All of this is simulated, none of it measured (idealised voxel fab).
Proc. module: voxel gate over fins
In the cross-section labelled cut, the width is 260 nm and each square cell is 5 nm.
Cross-section, as written here: a square-cell grid given band by band from the top down, where a band holds one or more rows of cells.
Band: top and bottom heights (nm) first, top before bottom; then materials from left to right, widths in nm. "full width" marks a sole material filling the band edge to edge. "blank" denotes empty space.
Convention: height 0 is the level below which the wafer, as received, is all one material. The lowest band does not terminate at the bottom but continues downward, represented as "0 -> down".
A two-number width, for instance "30..40", indicates that the width is equal to the first number in the top row of the band and to the second number in the bottom row, and that it changes by a constant amount per row of cells.
Step note "left unchanged" = no cross-section cell changed.
If an empty space has no open way to the top and is at least 8 cells in size, "closed voids" lists it, written width x height at distance, where distance is measured from the left edge and every value is in nm.
Anything after a step's settings on that line? It's the simulator's own note about the step.
"overlay nm" answers the question of how far to the right of plan the mask lay on a step that has a mask, and when it is negative the answer is to the left.

## Process steps (planned)
step 1: RECEIVE [material Si]
step 2: CONFORMAL_DEP [material SiN] [thk nm 5]
step 3: PATTERN [tone cover] [mask id FINS] [material resist] [width nm 15] [pitch nm 60] [thk nm 20] [overlay nm 0]
step 4: DIRECTIONAL_ETCH [etch materials SiN] [depth nm 5]
step 5: DIRECTIONAL_ETCH [etch materials Si] [depth nm 40]
step 6: STRIP [etch materials resist]
step 7: OXIDIZE [depth nm 5]
step 8: FILL_DEP [material SiO2] [thk nm 10]
step 9: CMP [height nm 5]
step 10: PATTERN [tone open] [mask id RAIL] [material resist] [width nm 15] [thk nm 15] [overlay nm 0]
step 11: DIRECTIONAL_ETCH [etch materials SiO2] [depth nm 40]
step 12: STRIP [etch materials resist]
step 13: CONFORMAL_DEP [material TiN] [thk nm 5]
step 14: FILL_DEP [material Ru] [thk nm 5]
step 15: CMP [height nm 5]
step 16: SELECTIVE_ETCH [etch materials W Ru TiN] [depth nm 30]
step 17: FILL_DEP [material SiO2] [thk nm 5]
step 18: CMP [height nm 5]
step 19: SELECTIVE_ETCH [etch materials SiO2] [depth nm 20]
step 20: STRIP [etch materials SiN]
step 21: CONFORMAL_DEP [material HfO2] [thk nm 5]
step 22: CONFORMAL_DEP [material TiN] [thk nm 5]
step 23: CONFORMAL_DEP [material TiAl] [thk nm 5]
step 24: CONFORMAL_DEP [material TiN] [thk nm 5]
step 25: FILL_DEP [material W] [thk nm 15]
step 26: CMP [height nm 30]
step 27: CONFORMAL_DEP [material SiCN] [thk nm 10]

## Wafer as received: cross-section following step 1
  0 -> down | Si full width
  closed voids: none

## Cross-sectional image of the first of two wafers at the end of the module, the run having proceeded as planned
  40 -> 30 | SiCN full width
  30 -> 20 | W full width
  20 -> 15 | W 45 nm / TiN 45 nm / W 15 nm / TiN 45 nm / W 15 nm / TiN 45 nm / W 50 nm
  15 -> 10 | W 45 nm / TiN 5 nm / TiAl 35 nm / TiN 5 nm / W 15 nm / TiN 5 nm / TiAl 35 nm / TiN 5 nm / W 15 nm / TiN 5 nm / TiAl 35 nm / TiN 5 nm / W 50 nm
  10 -> 5 | W 45 nm / TiN 5 nm / TiAl 5 nm / TiN 25 nm / TiAl 5 nm / TiN 5 nm / W 15 nm / TiN 5 nm / TiAl 5 nm / TiN 25 nm / TiAl 5 nm / TiN 5 nm / W 15 nm / TiN 5 nm / TiAl 5 nm / TiN 25 nm / TiAl 5 nm / TiN 5 nm / W 50 nm
  5 -> 0 | TiN 50 nm / TiAl 5 nm / TiN 5 nm / HfO2 15 nm / TiN 5 nm / TiAl 5 nm / TiN 25 nm / TiAl 5 nm / TiN 5 nm / HfO2 15 nm / TiN 5 nm / TiAl 5 nm / TiN 25 nm / TiAl 5 nm / TiN 5 nm / HfO2 15 nm / TiN 5 nm / TiAl 5 nm / TiN 55 nm
  0 -> -5 | TiAl 55 nm / TiN 5 nm / HfO2 5 nm / Si 5 nm / HfO2 5 nm / TiN 5 nm / TiAl 35 nm / TiN 5 nm / HfO2 5 nm / Si 5 nm / HfO2 5 nm / TiN 5 nm / TiAl 35 nm / TiN 5 nm / HfO2 5 nm / Si 5 nm / HfO2 5 nm / TiN 5 nm / TiAl 60 nm
  -5 -> -10 | TiN 60 nm / HfO2 5 nm / Si 5 nm / HfO2 5 nm / TiN 45 nm / HfO2 5 nm / Si 5 nm / HfO2 5 nm / TiN 45 nm / HfO2 5 nm / Si 5 nm / HfO2 5 nm / TiN 65 nm
  -10 -> -15 | HfO2 65 nm / Si 5 nm / HfO2 55 nm / Si 5 nm / HfO2 55 nm / Si 5 nm / HfO2 70 nm
  -15 -> -25 | SiO2 65 nm / Si 5 nm / SiO2 55 nm / Si 5 nm / SiO2 55 nm / Si 5 nm / SiO2 70 nm
  -25 -> -30 | SiO2 65 nm / Si 5 nm / SiO2 20 nm / TiN 5 nm / Ru 5 nm / TiN 5 nm / SiO2 20 nm / Si 5 nm / SiO2 55 nm / Si 5 nm / SiO2 70 nm
  -30 -> -35 | SiO2 65 nm / Si 5 nm / SiO2 20 nm / TiN 15 nm / SiO2 20 nm / Si 5 nm / SiO2 55 nm / Si 5 nm / SiO2 70 nm
  -35 -> -45 | SiO2 65 nm / Si 5 nm / SiO2 55 nm / Si 5 nm / SiO2 55 nm / Si 5 nm / SiO2 70 nm
  -45 -> down | Si full width
  closed voids: none

## What the second wafer looks like in cross-section once the module is done. Its start and its plan matched the first wafer's exactly; what differed was one mistake in how it was run
  40 -> 30 | SiCN full width
  30 -> 20 | W full width
  20 -> 10 | W 45 nm / TiN 45 nm / W 15 nm / TiN 45 nm / W 15 nm / TiN 45 nm / W 50 nm
  10 -> 5 | W 45 nm / TiN 10 nm / TiAl 25 nm / TiN 10 nm / W 15 nm / TiN 10 nm / TiAl 25 nm / TiN 10 nm / W 15 nm / TiN 10 nm / TiAl 25 nm / TiN 10 nm / W 50 nm
  5 -> 0 | TiN 55 nm / TiAl 5 nm / HfO2 15 nm / TiAl 5 nm / TiN 35 nm / TiAl 5 nm / HfO2 15 nm / TiAl 5 nm / TiN 35 nm / TiAl 5 nm / HfO2 15 nm / TiAl 5 nm / TiN 60 nm
  0 -> -5 | TiN 55 nm / TiAl 5 nm / HfO2 5 nm / Si 5 nm / HfO2 5 nm / TiAl 5 nm / TiN 35 nm / TiAl 5 nm / HfO2 5 nm / Si 5 nm / HfO2 5 nm / TiAl 5 nm / TiN 35 nm / TiAl 5 nm / HfO2 5 nm / Si 5 nm / HfO2 5 nm / TiAl 5 nm / TiN 60 nm
  -5 -> -10 | TiAl 60 nm / HfO2 5 nm / Si 5 nm / HfO2 5 nm / TiAl 45 nm / HfO2 5 nm / Si 5 nm / HfO2 5 nm / TiAl 45 nm / HfO2 5 nm / Si 5 nm / HfO2 5 nm / TiAl 65 nm
  -10 -> -15 | HfO2 65 nm / Si 5 nm / HfO2 55 nm / Si 5 nm / HfO2 55 nm / Si 5 nm / HfO2 70 nm
  -15 -> -25 | SiO2 65 nm / Si 5 nm / SiO2 55 nm / Si 5 nm / SiO2 55 nm / Si 5 nm / SiO2 70 nm
  -25 -> -30 | SiO2 65 nm / Si 5 nm / SiO2 20 nm / TiN 5 nm / Ru 5 nm / TiN 5 nm / SiO2 20 nm / Si 5 nm / SiO2 55 nm / Si 5 nm / SiO2 70 nm
  -30 -> -35 | SiO2 65 nm / Si 5 nm / SiO2 20 nm / TiN 15 nm / SiO2 20 nm / Si 5 nm / SiO2 55 nm / Si 5 nm / SiO2 70 nm
  -35 -> -45 | SiO2 65 nm / Si 5 nm / SiO2 55 nm / Si 5 nm / SiO2 55 nm / Si 5 nm / SiO2 70 nm
  -45 -> down | Si full width
  closed voids: none
So what did we get wrong on this run? steps 22 and 23 of the plan were run in the wrong order, each in the other's place
At the end, the second wafer has the same number of cells of each material as the first, but those cells sit in other places.
